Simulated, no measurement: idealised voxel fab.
The name of this process module is voxel self aligned vias.
FYI the section here is cut, 250 nm wide, cells are 5 nm squares.
Each cross-section below is a grid of square cells, stated as bands in top-down order, with one or more rows of cells making up each band. Quick guide to a band line: top height, bottom height (nm) up front; then every material left to right with its width in nm. Only one material and it's marked "everywhere"? Then it fills the band edge to edge. And "air" just means empty space. Zero point of the height axis is 0; under it, received wafer = one material. Lowest band: continues down indefinitely, "top 0, no bottom". Width: "30->40" (first number = top row, second number = bottom row, same change from row to row of cells). It should be understood that the words "all unchanged", when stated for a given step, signify that the cross-section underwent no change in any of its cells during that step. You'll see "Fully closed voids" listing empty spaces that have no way open to the top, as long as they're 8 cells or more; the notation is width x height at distance, where the distance is from the left edge, and all of it is in nm. Whatever follows a step's settings on its line is a remark the simulator itself makes about that step. overlay nm: where the mask lay relative to plan, measured to the right, on steps with a mask; negatives go left.

[Planned process steps]
1,RECEIVE, material Si
2,CONFORMAL_DEP, material SiO2, thk nm 15
3,CONFORMAL_DEP, material SiCN, thk nm 5
4,DIRECTIONAL_DEP, material SiO2, thk nm 25
5,MASKED_ETCH, tone open, mask id LINES, width nm 25, pitch nm 65, etch materials SiO2, depth nm 25, overlay nm 0
6,CONFORMAL_DEP, material TiN, thk nm 5
7,FILL_DEP, material W, thk nm 5
8,CMP, height nm 45
9,SELECTIVE_ETCH, etch materials W Ru TiN, depth nm 10
10,FILL_DEP, material SiN, thk nm 10
11,CMP, height nm 45
12,DIRECTIONAL_DEP, material SiO2, thk nm 20
13,MASKED_ETCH, tone open, mask id VIAS, width nm 35, pitch nm 65, etch materials SiO2, depth nm 20, overlay nm 0
14,MASKED_ETCH, tone open, mask id VIAS, width nm 35, pitch nm 65, etch materials SiN, depth nm 10, overlay nm 0
15,CONFORMAL_DEP, material TiN, thk nm 5
16,FILL_DEP, material W, thk nm 10
17,CMP, height nm 65
18,CONFORMAL_DEP, material SiN, thk nm 5

[So this is the incoming wafer in cross-section - it's already been through step 1]
* top 0, no bottom = Si everywhere
* Fully closed voids: none

[Starting wafer: above. Plan: above. Run: one mistake. Cross-section after the module: below]
* top 70, bottom 65 = SiN everywhere
* top 65, bottom 50 = 75 nm SiO2; 5 nm TiN; 25 nm W; 5 nm TiN; 30 nm SiO2; 5 nm TiN; 25 nm W; 5 nm TiN; 75 nm SiO2
* top 50, bottom 40 = 75->80 nm SiO2; 10->5 nm TiN; 15 nm W; 10->5 nm TiN; 30->40 nm SiO2; 10->5 nm TiN; 15 nm W; 10->5 nm TiN; 75->80 nm SiO2
* top 40, bottom 35 = 80 nm SiO2; 25 nm TiN; 40 nm SiO2; 25 nm TiN; 80 nm SiO2
* top 35, bottom 25 = 80 nm SiO2; 5 nm TiN; 15 nm W; 5 nm TiN; 40 nm SiO2; 5 nm TiN; 15 nm W; 5 nm TiN; 80 nm SiO2
* top 25, bottom 20 = 80 nm SiO2; 25 nm TiN; 40 nm SiO2; 25 nm TiN; 80 nm SiO2
* top 20, bottom 5 = SiO2 everywhere
* top 5, bottom 0 = SiCN everywhere
* top 0, no bottom = Si everywhere
* Fully closed voids: none
What was done differently from what was planned? steps 2 and 3 of the plan were run in the wrong order, each in the other's place
